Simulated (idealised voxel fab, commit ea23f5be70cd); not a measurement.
Herein follows the process module entitled voxel released beams.
FYI the section here is cut, 255 nm wide, cells are 5 nm squares.
Notation: cross-section as square-cell grid; stated in bands, top first, going down; one or more cell rows per band. What a band's entry tells you: where the top is and where the bottom is, as heights in nm, and after that what lies inside, material by material from left to right, each with its width in nm. Empty space is written as the word "blank", and a single material marked with the word "edge to edge" occupies the band from edge to edge. It should be noted that heights are counted from 0, beneath which the wafer as supplied is of one material throughout, and that the lowest band possesses no lower boundary but continues downward, as written in "0..down". Note: "30 to 40" means the width goes from the first number (top row of the band) to the second number (bottom row) in equal steps per row of cells. Basically "nothing got changed" means that step didn't change any cell in the cross-section. Heads up: "Sealed voids" only lists the empty pockets with no open path to the top that are 8 cells or more, and it writes them as width x height at distance, distance from the left edge, in nm. Post-settings text on a step line: simulator's own remark regarding the step. You can add "overlay nm" to a step's line. For a step with a mask, it describes how far the mask lay to the right of its planned position, and a negative number describes a lay to the left.
### Here's what the planned process steps look like
1: RECEIVE,material Si
2: CONFORMAL_DEP,material Al2O3,thk nm 5
3: DIRECTIONAL_DEP,material SiO2,thk nm 20
4: PATTERN,tone open,mask id ANCHOR,material resist,width nm 35,thk nm 20,overlay nm 0
5: DIRECTIONAL_ETCH,etch materials SiO2,depth nm 20
6: STRIP,etch materials resist
7: CONFORMAL_DEP,material SiN,thk nm 15
8: MASKED_ETCH,tone cover,mask id BEAM,width nm 120,etch materials SiN,depth nm 15,overlay nm 0
9: STRIP,etch materials SiO2
### What follows covers the first of two wafers; it ran as planned
### Wafer at receipt (post step 1), cross-section
  0..down = Si edge to edge
  Sealed voids: none
### The wafer in cross-section once step 2 is complete
  5..0 = Al2O3 edge to edge
  No changes below 0.
### The wafer in cross-section once step 3 is complete
  25..5 = SiO2 edge to edge
  No changes below 5.
### The wafer in cross-section once step 4 is complete
  45..25 = resist: 70, blank: 35, resist: 150
  No changes below 25.
### The wafer in cross-section once step 5 is complete
  45..25 = resist: 70, blank: 35, resist: 150
  25..5 = SiO2: 70, blank: 35, SiO2: 150
  No changes below 5.
### The wafer in cross-section once step 6 is complete
  25..5 = SiO2: 70, blank: 35, SiO2: 150
  No changes below 5.
### The wafer in cross-section once step 7 is complete
  40..25 = SiN: 85, blank: 5, SiN: 165
  25..20 = SiO2: 70, SiN: 15, blank: 5, SiN: 15, SiO2: 150
  20..5 = SiO2: 70, SiN: 35, SiO2: 150
  No changes below 5.
### The wafer in cross-section once step 8 is complete
  40..25 = blank: 65, SiN: 20, blank: 5, SiN: 95, blank: 70
  No changes below 25.
### The wafer in cross-section once step 9 is complete
  40..25 = blank: 65, SiN: 20, blank: 5, SiN: 95, blank: 70
  25..20 = blank: 70, SiN: 15, blank: 5, SiN: 15, blank: 150
  20..5 = blank: 70, SiN: 35, blank: 150
  No changes below 5.
### Companion wafer, the second of two: same beginning, same intended sequence, one mistake in carrying it out; through step 8 inclusive it tracks the first exactly
### Cross-section of the second wafer corresponding to the planned conclusion of step 9
  25..5 = SiO2: 70, blank: 35, SiO2: 150
  No changes below 5.
Plan not followed: step 9 did not happen as planned, as run it was STRIP,etch materials SiN
Heads up, by the end the second wafer has more or fewer cells of some materials compared to the first: 96 fewer of SiN | 176 more of SiO2
